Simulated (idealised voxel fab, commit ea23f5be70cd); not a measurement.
process module | voxel self aligned contacts
cross-section cut | 210 nm wide | cells 5 nm
A cross-section is a grid of square cells, given in bands from the top down. A band is one or more rows of cells.
Each band's line starts with the height of the band's top and of its bottom, in nm. Then come its materials from left to right, each with its width in nm. One material with "throughout" fills the band from edge to edge. "air" is empty space.
Height 0 is the level under which the wafer as received is all one material. The lowest band goes on downwards, as in "0 down".
A width such as "30 to 40" changes by the same amount from each row of cells to the next, from the band's top row to its bottom row.
"no change" after a step means that no cell of the cross-section changed.
closed voids: empty space of 8 cells or more with no open way to the top, each as width x height at its distance from the left edge, in nm
after a step's settings: what the simulator itself notes on the step
overlay nm, on a step with a mask: how far to the right of its planned place the mask lay; to the left if negative
plan
1 op RECEIVE | material Si
2 op OXIDIZE | depth nm 5
3 op DIRECTIONAL_DEP | material polySi | thk nm 30
4 op DIRECTIONAL_DEP | material SiN | thk nm 20
5 op PATTERN | tone cover | mask id GATE | material resist | width nm 30 | pitch nm 65 | thk nm 20 | overlay nm 0
6 op DIRECTIONAL_ETCH | etch materials SiN | depth nm 20
7 op DIRECTIONAL_ETCH | etch materials polySi | depth nm 30
8 op STRIP | etch materials resist
9 op CONFORMAL_DEP | material SiN | thk nm 10
10 op DIRECTIONAL_ETCH | etch materials SiN | depth nm 10
11 op FILL_DEP | material SiO2 | thk nm 15
12 op CMP | height nm 55
13 op PATTERN | tone open | mask id CONTACT | material resist | width nm 45 | pitch nm 65 | thk nm 15 | overlay nm 0
14 op DIRECTIONAL_ETCH | etch materials SiO2 | depth nm 60
15 op STRIP | etch materials resist
16 op CONFORMAL_DEP | material TiN | thk nm 5
17 op FILL_DEP | material W | thk nm 5
18 op CMP | height nm 55
19 op CONFORMAL_DEP | material SiCN | thk nm 5
first wafer, as planned
as received, after step 1
  0 down: Si throughout
  closed voids: none
after step 2
  0 to -5: SiO2 throughout
  below -5: unchanged
after step 3
  30 to 0: polySi throughout
  below 0: unchanged
after step 4
  50 to 30: SiN throughout
  below 30: unchanged
after step 5
  70 to 50: air 25 | resist 30 | air 35 | resist 30 | air 35 | resist 30 | air 25
  below 50: unchanged
after step 6
  70 to 50: air 25 | resist 30 | air 35 | resist 30 | air 35 | resist 30 | air 25
  50 to 30: air 25 | SiN 30 | air 35 | SiN 30 | air 35 | SiN 30 | air 25
  below 30: unchanged
after step 7
  70 to 50: air 25 | resist 30 | air 35 | resist 30 | air 35 | resist 30 | air 25
  50 to 30: air 25 | SiN 30 | air 35 | SiN 30 | air 35 | SiN 30 | air 25
  30 to 0: air 25 | polySi 30 | air 35 | polySi 30 | air 35 | polySi 30 | air 25
  below 0: unchanged
after step 8
  50 to 30: air 25 | SiN 30 | air 35 | SiN 30 | air 35 | SiN 30 | air 25
  below 30: unchanged
after step 9
  60 to 30: air 15 | SiN 50 | air 15 | SiN 50 | air 15 | SiN 50 | air 15
  30 to 10: air 15 | SiN 10 | polySi 30 | SiN 10 | air 15 | SiN 10 | polySi 30 | SiN 10 | air 15 | SiN 10 | polySi 30 | SiN 10 | air 15
  10 to 0: SiN 25 | polySi 30 | SiN 35 | polySi 30 | SiN 35 | polySi 30 | SiN 25
  below 0: unchanged
after step 10
  50 to 30: air 15 | SiN 50 | air 15 | SiN 50 | air 15 | SiN 50 | air 15
  30 to 0: air 15 | SiN 10 | polySi 30 | SiN 10 | air 15 | SiN 10 | polySi 30 | SiN 10 | air 15 | SiN 10 | polySi 30 | SiN 10 | air 15
  below 0: unchanged
after step 11
  65 to 50: SiO2 throughout
  50 to 30: SiO2 15 | SiN 50 | SiO2 15 | SiN 50 | SiO2 15 | SiN 50 | SiO2 15
  30 to 0: SiO2 15 | SiN 10 | polySi 30 | SiN 10 | SiO2 15 | SiN 10 | polySi 30 | SiN 10 | SiO2 15 | SiN 10 | polySi 30 | SiN 10 | SiO2 15
  below 0: unchanged
after step 12
  55 to 50: SiO2 throughout
  below 50: unchanged
after step 13
  70 to 55: resist 50 | air 45 | resist 20 | air 45 | resist 50
  below 55: unchanged
after step 14
  70 to 55: resist 50 | air 45 | resist 20 | air 45 | resist 50
  55 to 50: SiO2 50 | air 45 | SiO2 20 | air 45 | SiO2 50
  50 to 30: SiO2 15 | SiN 50 | air 15 | SiN 50 | air 15 | SiN 50 | SiO2 15
  30 to 0: SiO2 15 | SiN 10 | polySi 30 | SiN 10 | air 15 | SiN 10 | polySi 30 | SiN 10 | air 15 | SiN 10 | polySi 30 | SiN 10 | SiO2 15
  0 to -5: SiO2 65 | air 15 | SiO2 50 | air 15 | SiO2 65
  below -5: unchanged
after step 15
  55 to 50: SiO2 50 | air 45 | SiO2 20 | air 45 | SiO2 50
  below 50: unchanged
after step 16
  60 to 55: TiN 55 | air 35 | TiN 30 | air 35 | TiN 55
  55 to 50: SiO2 50 | TiN 20 | air 5 | TiN 20 | SiO2 20 | TiN 20 | air 5 | TiN 20 | SiO2 50
  50 to 30: SiO2 15 | SiN 50 | TiN 5 | air 5 | TiN 5 | SiN 50 | TiN 5 | air 5 | TiN 5 | SiN 50 | SiO2 15
  30 to 0: SiO2 15 | SiN 10 | polySi 30 | SiN 10 | TiN 5 | air 5 | TiN 5 | SiN 10 | polySi 30 | SiN 10 | TiN 5 | air 5 | TiN 5 | SiN 10 | polySi 30 | SiN 10 | SiO2 15
  0 to -5: SiO2 65 | TiN 15 | SiO2 50 | TiN 15 | SiO2 65
  below -5: unchanged
after step 17
  65 to 60: W throughout
  60 to 55: TiN 55 | W 35 | TiN 30 | W 35 | TiN 55
  55 to 50: SiO2 50 | TiN 20 | W 5 | TiN 20 | SiO2 20 | TiN 20 | W 5 | TiN 20 | SiO2 50
  50 to 30: SiO2 15 | SiN 50 | TiN 5 | W 5 | TiN 5 | SiN 50 | TiN 5 | W 5 | TiN 5 | SiN 50 | SiO2 15
  30 to 0: SiO2 15 | SiN 10 | polySi 30 | SiN 10 | TiN 5 | W 5 | TiN 5 | SiN 10 | polySi 30 | SiN 10 | TiN 5 | W 5 | TiN 5 | SiN 10 | polySi 30 | SiN 10 | SiO2 15
  below 0: unchanged
after step 18
  55 to 50: SiO2 50 | TiN 20 | W 5 | TiN 20 | SiO2 20 | TiN 20 | W 5 | TiN 20 | SiO2 50
  below 50: unchanged
after step 19
  60 to 55: SiCN throughout
  below 55: unchanged
second wafer: like start, like plan, one mistake. Through step 12 it matches the first wafer
when step 13 should have ended
  70 to 55: resist 45 | air 45 | resist 20 | air 45 | resist 55
  below 55: unchanged
when step 14 should have ended
  70 to 55: resist 45 | air 45 | resist 20 | air 45 | resist 55
  55 to 50: SiO2 45 | air 45 | SiO2 20 | air 45 | SiO2 55
  50 to 30: SiO2 15 | SiN 50 | air 15 | SiN 50 | air 15 | SiN 50 | SiO2 15
  30 to 0: SiO2 15 | SiN 10 | polySi 30 | SiN 10 | air 15 | SiN 10 | polySi 30 | SiN 10 | air 15 | SiN 10 | polySi 30 | SiN 10 | SiO2 15
  0 to -5: SiO2 65 | air 15 | SiO2 50 | air 15 | SiO2 65
  below -5: unchanged
when step 15 should have ended
  55 to 50: SiO2 45 | air 45 | SiO2 20 | air 45 | SiO2 55
  below 50: unchanged
when step 16 should have ended
  60 to 55: TiN 50 | air 35 | TiN 30 | air 35 | TiN 60
  55 to 50: SiO2 45 | TiN 25 | air 5 | TiN 15 | SiO2 20 | TiN 25 | air 5 | TiN 15 | SiO2 55
  50 to 30: SiO2 15 | SiN 50 | TiN 5 | air 5 | TiN 5 | SiN 50 | TiN 5 | air 5 | TiN 5 | SiN 50 | SiO2 15
  30 to 0: SiO2 15 | SiN 10 | polySi 30 | SiN 10 | TiN 5 | air 5 | TiN 5 | SiN 10 | polySi 30 | SiN 10 | TiN 5 | air 5 | TiN 5 | SiN 10 | polySi 30 | SiN 10 | SiO2 15
  0 to -5: SiO2 65 | TiN 15 | SiO2 50 | TiN 15 | SiO2 65
  below -5: unchanged
when step 17 should have ended
  65 to 60: W throughout
  60 to 55: TiN 50 | W 35 | TiN 30 | W 35 | TiN 60
  55 to 50: SiO2 45 | TiN 25 | W 5 | TiN 15 | SiO2 20 | TiN 25 | W 5 | TiN 15 | SiO2 55
  50 to 30: SiO2 15 | SiN 50 | TiN 5 | W 5 | TiN 5 | SiN 50 | TiN 5 | W 5 | TiN 5 | SiN 50 | SiO2 15
  30 to 0: SiO2 15 | SiN 10 | polySi 30 | SiN 10 | TiN 5 | W 5 | TiN 5 | SiN 10 | polySi 30 | SiN 10 | TiN 5 | W 5 | TiN 5 | SiN 10 | polySi 30 | SiN 10 | SiO2 15
  below 0: unchanged
when step 18 should have ended
  55 to 50: SiO2 45 | TiN 25 | W 5 | TiN 15 | SiO2 20 | TiN 25 | W 5 | TiN 15 | SiO2 55
  below 50: unchanged
when step 19 should have ended
  60 to 55: SiCN throughout
  below 55: unchanged
what went wrong: step 13 ran as: op PATTERN | tone open | mask id CONTACT | material resist | width nm 45 | pitch nm 65 | thk nm 15 | overlay nm -5
at the end the second wafer has, in cells: as many of each material as the first, in other places
